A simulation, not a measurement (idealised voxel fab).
process module | voxel tone inversion
Shown is cross-section cut, with a width of 145 nm and square cells of size 5 nm.
The cross-sections in this document take the form of a grid made of square cells. They are written out as bands, in order from top to bottom. Each band consists of one or more rows of cells.
Look at the band entry: it leads with the top's height and the bottom's height in nm. Then it lists the materials left to right, with a width in nm for each. The word "all across" on a single material says that material fills the band edge to edge. The word "empty" is empty space.
We count height from 0. Below that, the starting wafer is all one material. The lowest band never ends at the bottom but goes on down; see "0 down" for how that is written.
It should be noted that a width expressed as "30..40" varies in equal increments from row to row of cells within the band, taking the value of the first number at the top row and that of the second number at the bottom row.
Step marked "nothing changed"? Then no cell in the cross-section changed in it.
Closed-off voids of 8+ cells (no open route to the top) go in "Sealed internal cavities", written width x height at distance from the left edge, in nm.
What comes after the settings on a step's line is commentary from the simulator itself on that step.
What "overlay nm" on a step's line means: if the step has a mask, that mask lay this far to the right of its planned place, or, when the value is negative, to the left.
Pairs ahead. Before: cross-section ahead of one process step. After: cross-section once the step is done, shown to the lowest changed band only. Under each pair: that step, with settings. Caution: pairs may come from different runs of this module on the same starting wafer; a pair follows the pair above only where its "Pre-step view" entry says so.
# Pre-step view
- 0 down | Si all across
- Sealed internal cavities: none
# Post-Step Appearance
- 10 to 0 | SiN all across
- Note: structure below 0 unchanged.
- Sealed internal cavities: none
What was done to get from the upper cross-section to the lower one? CONFORMAL_DEP [material SiN] [thk nm 10]
Pre-step view: Reference is made to the cross-section shown after the step in the pair directly above, which represents the state prior to this step.
# Post-Step Appearance
- 25 to 10 | polySi all across
- Note: structure below 10 unchanged.
- Sealed internal cavities: none
What was done to get from the upper cross-section to the lower one? DIRECTIONAL_DEP [material polySi] [thk nm 15]
Pre-step view: Reference is made to the cross-section shown after the step in the pair directly above, which represents the state prior to this step.
# Post-Step Appearance
- 50 to 25 | empty=35, then resist=15, then empty=15, then resist=15, then empty=15, then resist=15, then empty=35
- Note: structure below 25 unchanged.
- Sealed internal cavities: none
What was done to get from the upper cross-section to the lower one? PATTERN [tone cover] [mask id POSTS] [material resist] [width nm 15] [pitch nm 30] [thk nm 25] [overlay nm 0]
Pre-step view: Reference is made to the cross-section shown after the step in the pair directly above, which represents the state prior to this step.
# Post-Step Appearance
- 50 to 25 | empty=35, then resist=15, then empty=15, then resist=15, then empty=15, then resist=15, then empty=35
- 25 to 10 | empty=35, then polySi=15, then empty=15, then polySi=15, then empty=15, then polySi=15, then empty=35
- Note: structure below 10 unchanged.
- Sealed internal cavities: none
What was done to get from the upper cross-section to the lower one? DIRECTIONAL_ETCH [etch materials polySi] [depth nm 15]
Pre-step view: Reference is made to the cross-section shown after the step in the pair directly above, which represents the state prior to this step.
# Post-Step Appearance
- 25 to 10 | empty=35, then polySi=15, then empty=15, then polySi=15, then empty=15, then polySi=15, then empty=35
- Note: structure below 10 unchanged.
- Sealed internal cavities: none
What was done to get from the upper cross-section to the lower one? STRIP [etch materials resist]
Pre-step view: Reference is made to the cross-section shown after the step in the pair directly above, which represents the state prior to this step.
# Post-Step Appearance
- 35 to 25 | SiO2 all across
- 25 to 10 | SiO2=35, then polySi=15, then SiO2=15, then polySi=15, then SiO2=15, then polySi=15, then SiO2=35
- Note: structure below 10 unchanged.
- Sealed internal cavities: none
What was done to get from the upper cross-section to the lower one? FILL_DEP [material SiO2] [thk nm 10]
Pre-step view: Reference is made to the cross-section shown after the step in the pair directly above, which represents the state prior to this step.
# Post-Step Appearance
- 25 to 10 | SiO2=35, then polySi=15, then SiO2=15, then polySi=15, then SiO2=15, then polySi=15, then SiO2=35
- Note: structure below 10 unchanged.
- Sealed internal cavities: none
What was done to get from the upper cross-section to the lower one? CMP [height nm 25]
Pre-step view: Reference is made to the cross-section shown after the step in the pair directly above, which represents the state prior to this step.
# Post-Step Appearance
- 25 to 10 | SiO2=35, then empty=15, then SiO2=15, then empty=15, then SiO2=15, then empty=15, then SiO2=35
- Note: structure below 10 unchanged.
- Sealed internal cavities: none
What was done to get from the upper cross-section to the lower one? STRIP [etch materials polySi]
Pre-step view: Reference is made to the cross-section shown after the step in the pair directly above, which represents the state prior to this step.
# Post-Step Appearance
- 30 to 25 | TiN=40, then empty=5, then TiN=25, then empty=5, then TiN=25, then empty=5, then TiN=40
- 25 to 15 | SiO2=35, then TiN=5, then empty=5, then TiN=5, then SiO2=15, then TiN=5, then empty=5, then TiN=5, then SiO2=15, then TiN=5, then empty=5, then TiN=5, then SiO2=35
- 15 to 10 | SiO2=35, then TiN=15, then SiO2=15, then TiN=15, then SiO2=15, then TiN=15, then SiO2=35
- Note: structure below 10 unchanged.
- Sealed internal cavities: none
What was done to get from the upper cross-section to the lower one? CONFORMAL_DEP [material TiN] [thk nm 5]
Pre-step view: Reference is made to the cross-section shown after the step in the pair directly above, which represents the state prior to this step.
# Post-Step Appearance
- 40 to 30 | Ru all across
- 30 to 25 | TiN=40, then Ru=5, then TiN=25, then Ru=5, then TiN=25, then Ru=5, then TiN=40
- 25 to 15 | SiO2=35, then TiN=5, then Ru=5, then TiN=5, then SiO2=15, then TiN=5, then Ru=5, then TiN=5, then SiO2=15, then TiN=5, then Ru=5, then TiN=5, then SiO2=35
- Note: structure below 15 unchanged.
- Sealed internal cavities: none
What was done to get from the upper cross-section to the lower one? FILL_DEP [material Ru] [thk nm 10]
Pre-step view: Reference is made to the cross-section shown after the step in the pair directly above, which represents the state prior to this step.
# Post-Step Appearance
- 25 to 15 | SiO2=35, then TiN=5, then Ru=5, then TiN=5, then SiO2=15, then TiN=5, then Ru=5, then TiN=5, then SiO2=15, then TiN=5, then Ru=5, then TiN=5, then SiO2=35
- Note: structure below 15 unchanged.
- Sealed internal cavities: none
What was done to get from the upper cross-section to the lower one? CMP [height nm 25]
Pre-step view: Reference is made to the cross-section shown after the step in the pair directly above, which represents the state prior to this step.
# Post-Step Appearance
- 30 to 25 | SiCN all across
- Note: structure below 25 unchanged.
- Sealed internal cavities: none
What was done to get from the upper cross-section to the lower one? CONFORMAL_DEP [material SiCN] [thk nm 5]
# Pre-step view
- 40 to 30 | Ru all across
- 30 to 25 | TiN=40, then Ru=5, then TiN=25, then Ru=5, then TiN=25, then Ru=5, then TiN=40
- 25 to 15 | SiO2=35, then TiN=5, then Ru=5, then TiN=5, then SiO2=15, then TiN=5, then Ru=5, then TiN=5, then SiO2=15, then TiN=5, then Ru=5, then TiN=5, then SiO2=35
- 15 to 10 | SiO2=35, then TiN=15, then SiO2=15, then TiN=15, then SiO2=15, then TiN=15, then SiO2=35
- 10 to 0 | SiN all across
- 0 down | Si all across
- Sealed internal cavities: none
# Post-Step Appearance
- 45 to 40 | SiCN all across
- Note: structure below 40 unchanged.
- Sealed internal cavities: none
What was done to get from the upper cross-section to the lower one? CONFORMAL_DEP [material SiCN] [thk nm 5]
# Pre-step view
- 40 to 30 | Ru all across
- 30 to 25 | TiN=40, then Ru=5, then TiN=25, then Ru=5, then TiN=25, then Ru=5, then TiN=40
- 25 to 15 | SiO2=35, then TiN=5, then Ru=5, then TiN=5, then SiO2=15, then TiN=5, then Ru=5, then TiN=5, then SiO2=15, then TiN=5, then Ru=5, then TiN=5, then SiO2=35
- 15 to 10 | SiO2=35, then TiN=15, then SiO2=15, then TiN=15, then SiO2=15, then TiN=15, then SiO2=35
- 10 to 0 | SiN all across
- 0 down | Si all across
- Sealed internal cavities: none
# Post-Step Appearance
- 50 to 30 | Ru all across
- Note: structure below 30 unchanged.
- Sealed internal cavities: none
What was done to get from the upper cross-section to the lower one? FILL_DEP [material Ru] [thk nm 10]
Pre-step view: Reference is made to the cross-section shown after the step in the pair directly above, which represents the state prior to this step.
# Post-Step Appearance
- 25 to 15 | SiO2=35, then TiN=5, then Ru=5, then TiN=5, then SiO2=15, then TiN=5, then Ru=5, then TiN=5, then SiO2=15, then TiN=5, then Ru=5, then TiN=5, then SiO2=35
- Note: structure below 15 unchanged.
- Sealed internal cavities: none
What was done to get from the upper cross-section to the lower one? CMP [height nm 25]
# Pre-step view
- 0 down | Si all across
- Sealed internal cavities: none
# Post-Step Appearance
- 15 to 0 | polySi all across
- Note: structure below 0 unchanged.
- Sealed internal cavities: none
What was done to get from the upper cross-section to the lower one? DIRECTIONAL_DEP [material polySi] [thk nm 15]
Pre-step view: Reference is made to the cross-section shown after the step in the pair directly above, which represents the state prior to this step.
# Post-Step Appearance
- 25 to 15 | SiN all across
- Note: structure below 15 unchanged.
- Sealed internal cavities: none
What was done to get from the upper cross-section to the lower one? CONFORMAL_DEP [material SiN] [thk nm 10]
Pre-step view: Reference is made to the cross-section shown after the step in the pair directly above, which represents the state prior to this step.
# Post-Step Appearance
- 50 to 25 | empty=35, then resist=15, then empty=15, then resist=15, then empty=15, then resist=15, then empty=35
- Note: structure below 25 unchanged.
- Sealed internal cavities: none
What was done to get from the upper cross-section to the lower one? PATTERN [tone cover] [mask id POSTS] [material resist] [width nm 15] [pitch nm 30] [thk nm 25] [overlay nm 0]
Pre-step view: Reference is made to the cross-section shown after the step in the pair directly above, which represents the state prior to this step.
# Post-Step Appearance
- 25 to 15 | SiN all across
- Note: structure below 15 unchanged.
- Sealed internal cavities: none
What was done to get from the upper cross-section to the lower one? STRIP [etch materials resist]
Pre-step view: Reference is made to the cross-section shown after the step in the pair directly above, which represents the state prior to this step.
# Post-Step Appearance
- 35 to 25 | SiO2 all across
- Note: structure below 25 unchanged.
- Sealed internal cavities: none
What was done to get from the upper cross-section to the lower one? FILL_DEP [material SiO2] [thk nm 10]
Pre-step view: Reference is made to the cross-section shown after the step in the pair directly above, which represents the state prior to this step.
# Post-Step Appearance
- 25 to 15 | SiN all across
- Note: structure below 15 unchanged.
- Sealed internal cavities: none
What was done to get from the upper cross-section to the lower one? CMP [height nm 25]
Pre-step view: Reference is made to the cross-section shown after the step in the pair directly above, which represents the state prior to this step.
# Post-Step Appearance
- 30 to 25 | TiN all across
- Note: structure below 25 unchanged.
- Sealed internal cavities: none
What was done to get from the upper cross-section to the lower one? CONFORMAL_DEP [material TiN] [thk nm 5]
Pre-step view: Reference is made to the cross-section shown after the step in the pair directly above, which represents the state prior to this step.
# Post-Step Appearance
- 40 to 30 | Ru all across
- Note: structure below 30 unchanged.
- Sealed internal cavities: none
What was done to get from the upper cross-section to the lower one? FILL_DEP [material Ru] [thk nm 10]
Pre-step view: Reference is made to the cross-section shown after the step in the pair directly above, which represents the state prior to this step.
# Post-Step Appearance
- 25 to 15 | SiN all across
- Note: structure below 15 unchanged.
- Sealed internal cavities: none
What was done to get from the upper cross-section to the lower one? CMP [height nm 25]
Pre-step view: Reference is made to the cross-section shown after the step in the pair directly above, which represents the state prior to this step.
# Post-Step Appearance
- 30 to 25 | SiCN all across
- Note: structure below 25 unchanged.
- Sealed internal cavities: none
What was done to get from the upper cross-section to the lower one? CONFORMAL_DEP [material SiCN] [thk nm 5]
# Pre-step view
- 40 to 30 | Ru all across
- 30 to 25 | TiN=40, then Ru=5, then TiN=25, then Ru=5, then TiN=25, then Ru=5, then TiN=40
- 25 to 15 | SiO2=35, then TiN=5, then Ru=5, then TiN=5, then SiO2=15, then TiN=5, then Ru=5, then TiN=5, then SiO2=15, then TiN=5, then Ru=5, then TiN=5, then SiO2=35
- 15 to 10 | SiO2=35, then TiN=15, then SiO2=15, then TiN=15, then SiO2=15, then TiN=15, then SiO2=35
- 10 to 0 | SiN all across
- 0 down | Si all across
- Sealed internal cavities: none
# Post-Step Appearance
- 35 to 30 | Ru all across
- Note: structure below 30 unchanged.
- Sealed internal cavities: none
What was done to get from the upper cross-section to the lower one? CMP [height nm 35]
Pre-step view: Reference is made to the cross-section shown after the step in the pair directly above, which represents the state prior to this step.
# Post-Step Appearance
- 40 to 35 | SiCN all across
- Note: structure below 35 unchanged.
- Sealed internal cavities: none
What was done to get from the upper cross-section to the lower one? CONFORMAL_DEP [material SiCN] [thk nm 5]
# Pre-step view
- 25 to 10 | polySi all across
- 10 to 0 | SiN all across
- 0 down | Si all across
- Sealed internal cavities: none
# Post-Step Appearance
- 50 to 25 | empty=30, then resist=15, then empty=15, then resist=15, then empty=15, then resist=15, then empty=40
- Note: structure below 25 unchanged.
- Sealed internal cavities: none
What was done to get from the upper cross-section to the lower one? PATTERN [tone cover] [mask id POSTS] [material resist] [width nm 15] [pitch nm 30] [thk nm 25] [overlay nm -5]
Pre-step view: Reference is made to the cross-section shown after the step in the pair directly above, which represents the state prior to this step.
# Post-Step Appearance
- 50 to 25 | empty=30, then resist=15, then empty=15, then resist=15, then empty=15, then resist=15, then empty=40
- 25 to 10 | empty=30, then polySi=15, then empty=15, then polySi=15, then empty=15, then polySi=15, then empty=40
- Note: structure below 10 unchanged.
- Sealed internal cavities: none
What was done to get from the upper cross-section to the lower one? DIRECTIONAL_ETCH [etch materials polySi] [depth nm 15]
Pre-step view: Reference is made to the cross-section shown after the step in the pair directly above, which represents the state prior to this step.
# Post-Step Appearance
- 25 to 10 | empty=30, then polySi=15, then empty=15, then polySi=15, then empty=15, then polySi=15, then empty=40
- Note: structure below 10 unchanged.
- Sealed internal cavities: none
What was done to get from the upper cross-section to the lower one? STRIP [etch materials resist]
Pre-step view: Reference is made to the cross-section shown after the step in the pair directly above, which represents the state prior to this step.
# Post-Step Appearance
- 35 to 25 | SiO2 all across
- 25 to 10 | SiO2=30, then polySi=15, then SiO2=15, then polySi=15, then SiO2=15, then polySi=15, then SiO2=40
- Note: structure below 10 unchanged.
- Sealed internal cavities: none
What was done to get from the upper cross-section to the lower one? FILL_DEP [material SiO2] [thk nm 10]
Pre-step view: Reference is made to the cross-section shown after the step in the pair directly above, which represents the state prior to this step.
# Post-Step Appearance
- 25 to 10 | SiO2=30, then polySi=15, then SiO2=15, then polySi=15, then SiO2=15, then polySi=15, then SiO2=40
- Note: structure below 10 unchanged.
- Sealed internal cavities: none
What was done to get from the upper cross-section to the lower one? CMP [height nm 25]
Pre-step view: Reference is made to the cross-section shown after the step in the pair directly above, which represents the state prior to this step.
# Post-Step Appearance
- 25 to 10 | SiO2=30, then empty=15, then SiO2=15, then empty=15, then SiO2=15, then empty=15, then SiO2=40
- Note: structure below 10 unchanged.
- Sealed internal cavities: none
What was done to get from the upper cross-section to the lower one? STRIP [etch materials polySi]
Pre-step view: Reference is made to the cross-section shown after the step in the pair directly above, which represents the state prior to this step.
# Post-Step Appearance
- 30 to 25 | TiN=35, then empty=5, then TiN=25, then empty=5, then TiN=25, then empty=5, then TiN=45
- 25 to 15 | SiO2=30, then TiN=5, then empty=5, then TiN=5, then SiO2=15, then TiN=5, then empty=5, then TiN=5, then SiO2=15, then TiN=5, then empty=5, then TiN=5, then SiO2=40
- 15 to 10 | SiO2=30, then TiN=15, then SiO2=15, then TiN=15, then SiO2=15, then TiN=15, then SiO2=40
- Note: structure below 10 unchanged.
- Sealed internal cavities: none
What was done to get from the upper cross-section to the lower one? CONFORMAL_DEP [material TiN] [thk nm 5]
Pre-step view: Reference is made to the cross-section shown after the step in the pair directly above, which represents the state prior to this step.
# Post-Step Appearance
- 40 to 30 | Ru all across
- 30 to 25 | TiN=35, then Ru=5, then TiN=25, then Ru=5, then TiN=25, then Ru=5, then TiN=45
- 25 to 15 | SiO2=30, then TiN=5, then Ru=5, then TiN=5, then SiO2=15, then TiN=5, then Ru=5, then TiN=5, then SiO2=15, then TiN=5, then Ru=5, then TiN=5, then SiO2=40
- Note: structure below 15 unchanged.
- Sealed internal cavities: none
What was done to get from the upper cross-section to the lower one? FILL_DEP [material Ru] [thk nm 10]
Pre-step view: Reference is made to the cross-section shown after the step in the pair directly above, which represents the state prior to this step.
# Post-Step Appearance
- 25 to 15 | SiO2=30, then TiN=5, then Ru=5, then TiN=5, then SiO2=15, then TiN=5, then Ru=5, then TiN=5, then SiO2=15, then TiN=5, then Ru=5, then TiN=5, then SiO2=40
- Note: structure below 15 unchanged.
- Sealed internal cavities: none
What was done to get from the upper cross-section to the lower one? CMP [height nm 25]
Pre-step view: Reference is made to the cross-section shown after the step in the pair directly above, which represents the state prior to this step.
# Post-Step Appearance
- 30 to 25 | SiCN all across
- Note: structure below 25 unchanged.
- Sealed internal cavities: none
What was done to get from the upper cross-section to the lower one? CONFORMAL_DEP [material SiCN] [thk nm 5]
# Pre-step view
- 25 to 10 | empty=35, then polySi=15, then empty=15, then polySi=15, then empty=15, then polySi=15, then empty=35
- 10 to 0 | SiN all across
- 0 down | Si all across
- Sealed internal cavities: none
# Post-Step Appearance
- 35 to 25 | SiN all across
- 25 to 10 | SiN=35, then polySi=15, then SiN=15, then polySi=15, then SiN=15, then polySi=15, then SiN=35
- Note: structure below 10 unchanged.
- Sealed internal cavities: none
What was done to get from the upper cross-section to the lower one? FILL_DEP [material SiN] [thk nm 10]
Pre-step view: Reference is made to the cross-section shown after the step in the pair directly above, which represents the state prior to this step.
# Post-Step Appearance
- 25 to 10 | SiN=35, then polySi=15, then SiN=15, then polySi=15, then SiN=15, then polySi=15, then SiN=35
- Note: structure below 10 unchanged.
- Sealed internal cavities: none
What was done to get from the upper cross-section to the lower one? CMP [height nm 25]
Pre-step view: Reference is made to the cross-section shown after the step in the pair directly above, which represents the state prior to this step.
# Post-Step Appearance
- 25 to 10 | SiN=35, then empty=15, then SiN=15, then empty=15, then SiN=15, then empty=15, then SiN=35
- Note: structure below 10 unchanged.
- Sealed internal cavities: none
What was done to get from the upper cross-section to the lower one? STRIP [etch materials polySi]
Pre-step view: Reference is made to the cross-section shown after the step in the pair directly above, which represents the state prior to this step.
# Post-Step Appearance
- 30 to 25 | TiN=40, then empty=5, then TiN=25, then empty=5, then TiN=25, then empty=5, then TiN=40
- 25 to 15 | SiN=35, then TiN=5, then empty=5, then TiN=5, then SiN=15, then TiN=5, then empty=5, then TiN=5, then SiN=15, then TiN=5, then empty=5, then TiN=5, then SiN=35
- 15 to 10 | SiN=35, then TiN=15, then SiN=15, then TiN=15, then SiN=15, then TiN=15, then SiN=35
- Note: structure below 10 unchanged.
- Sealed internal cavities: none
What was done to get from the upper cross-section to the lower one? CONFORMAL_DEP [material TiN] [thk nm 5]
Pre-step view: Reference is made to the cross-section shown after the step in the pair directly above, which represents the state prior to this step.
# Post-Step Appearance
- 40 to 30 | Ru all across
- 30 to 25 | TiN=40, then Ru=5, then TiN=25, then Ru=5, then TiN=25, then Ru=5, then TiN=40
- 25 to 15 | SiN=35, then TiN=5, then Ru=5, then TiN=5, then SiN=15, then TiN=5, then Ru=5, then TiN=5, then SiN=15, then TiN=5, then Ru=5, then TiN=5, then SiN=35
- Note: structure below 15 unchanged.
- Sealed internal cavities: none
What was done to get from the upper cross-section to the lower one? FILL_DEP [material Ru] [thk nm 10]
Pre-step view: Reference is made to the cross-section shown after the step in the pair directly above, which represents the state prior to this step.
# Post-Step Appearance
- 25 to 15 | SiN=35, then TiN=5, then Ru=5, then TiN=5, then SiN=15, then TiN=5, then Ru=5, then TiN=5, then SiN=15, then TiN=5, then Ru=5, then TiN=5, then SiN=35
- Note: structure below 15 unchanged.
- Sealed internal cavities: none
What was done to get from the upper cross-section to the lower one? CMP [height nm 25]
Pre-step view: Reference is made to the cross-section shown after the step in the pair directly above, which represents the state prior to this step.
# Post-Step Appearance
- 30 to 25 | SiCN all across
- Note: structure below 25 unchanged.
- Sealed internal cavities: none
What was done to get from the upper cross-section to the lower one? CONFORMAL_DEP [material SiCN] [thk nm 5]
# Pre-step view
- 25 to 10 | polySi all across
- 10 to 0 | SiN all across
- 0 down | Si all across
- Sealed internal cavities: none
# Post-Step Appearance
- 50 to 25 | resist=35, then empty=15, then resist=15, then empty=15, then resist=15, then empty=15, then resist=35
- Note: structure below 25 unchanged.
- Sealed internal cavities: none
What was done to get from the upper cross-section to the lower one? PATTERN [tone open] [mask id POSTS] [material resist] [width nm 15] [pitch nm 30] [thk nm 25] [overlay nm 0]
Pre-step view: Reference is made to the cross-section shown after the step in the pair directly above, which represents the state prior to this step.
# Post-Step Appearance
- 50 to 25 | resist=35, then empty=15, then resist=15, then empty=15, then resist=15, then empty=15, then resist=35
- 25 to 10 | polySi=35, then empty=15, then polySi=15, then empty=15, then polySi=15, then empty=15, then polySi=35
- Note: structure below 10 unchanged.
- Sealed internal cavities: none
What was done to get from the upper cross-section to the lower one? DIRECTIONAL_ETCH [etch materials polySi] [depth nm 15]
Pre-step view: Reference is made to the cross-section shown after the step in the pair directly above, which represents the state prior to this step.
# Post-Step Appearance
- 25 to 10 | polySi=35, then empty=15, then polySi=15, then empty=15, then polySi=15, then empty=15, then polySi=35
- Note: structure below 10 unchanged.
- Sealed internal cavities: none
What was done to get from the upper cross-section to the lower one? STRIP [etch materials resist]
Pre-step view: Reference is made to the cross-section shown after the step in the pair directly above, which represents the state prior to this step.
# Post-Step Appearance
- 35 to 25 | SiO2 all across
- 25 to 10 | polySi=35, then SiO2=15, then polySi=15, then SiO2=15, then polySi=15, then SiO2=15, then polySi=35
- Note: structure below 10 unchanged.
- Sealed internal cavities: none
What was done to get from the upper cross-section to the lower one? FILL_DEP [material SiO2] [thk nm 10]
Pre-step view: Reference is made to the cross-section shown after the step in the pair directly above, which represents the state prior to this step.
# Post-Step Appearance
- 25 to 10 | polySi=35, then SiO2=15, then polySi=15, then SiO2=15, then polySi=15, then SiO2=15, then polySi=35
- Note: structure below 10 unchanged.
- Sealed internal cavities: none
What was done to get from the upper cross-section to the lower one? CMP [height nm 25]
Pre-step view: Reference is made to the cross-section shown after the step in the pair directly above, which represents the state prior to this step.
# Post-Step Appearance
- 25 to 10 | empty=35, then SiO2=15, then empty=15, then SiO2=15, then empty=15, then SiO2=15, then empty=35
- Note: structure below 10 unchanged.
- Sealed internal cavities: none
What was done to get from the upper cross-section to the lower one? STRIP [etch materials polySi]
Pre-step view: Reference is made to the cross-section shown after the step in the pair directly above, which represents the state prior to this step.
# Post-Step Appearance
- 30 to 25 | empty=30, then TiN=25, then empty=5, then TiN=25, then empty=5, then TiN=25, then empty=30
- 25 to 15 | empty=30, then TiN=5, then SiO2=15, then TiN=5, then empty=5, then TiN=5, then SiO2=15, then TiN=5, then empty=5, then TiN=5, then SiO2=15, then TiN=5, then empty=30
- 15 to 10 | TiN=35, then SiO2=15, then TiN=15, then SiO2=15, then TiN=15, then SiO2=15, then TiN=35
- Note: structure below 10 unchanged.
- Sealed internal cavities: none
What was done to get from the upper cross-section to the lower one? CONFORMAL_DEP [material TiN] [thk nm 5]
Pre-step view: Reference is made to the cross-section shown after the step in the pair directly above, which represents the state prior to this step.
# Post-Step Appearance
- 40 to 30 | Ru all across
- 30 to 25 | Ru=30, then TiN=25, then Ru=5, then TiN=25, then Ru=5, then TiN=25, then Ru=30
- 25 to 15 | Ru=30, then TiN=5, then SiO2=15, then TiN=5, then Ru=5, then TiN=5, then SiO2=15, then TiN=5, then Ru=5, then TiN=5, then SiO2=15, then TiN=5, then Ru=30
- Note: structure below 15 unchanged.
- Sealed internal cavities: none
What was done to get from the upper cross-section to the lower one? FILL_DEP [material Ru] [thk nm 10]
Pre-step view: Reference is made to the cross-section shown after the step in the pair directly above, which represents the state prior to this step.
# Post-Step Appearance
- 25 to 15 | Ru=30, then TiN=5, then SiO2=15, then TiN=5, then Ru=5, then TiN=5, then SiO2=15, then TiN=5, then Ru=5, then TiN=5, then SiO2=15, then TiN=5, then Ru=30
- Note: structure below 15 unchanged.
- Sealed internal cavities: none
What was done to get from the upper cross-section to the lower one? CMP [height nm 25]
Pre-step view: Reference is made to the cross-section shown after the step in the pair directly above, which represents the state prior to this step.
# Post-Step Appearance
- 30 to 25 | SiCN all across
- Note: structure below 25 unchanged.
- Sealed internal cavities: none
What was done to get from the upper cross-section to the lower one? CONFORMAL_DEP [material SiCN] [thk nm 5]
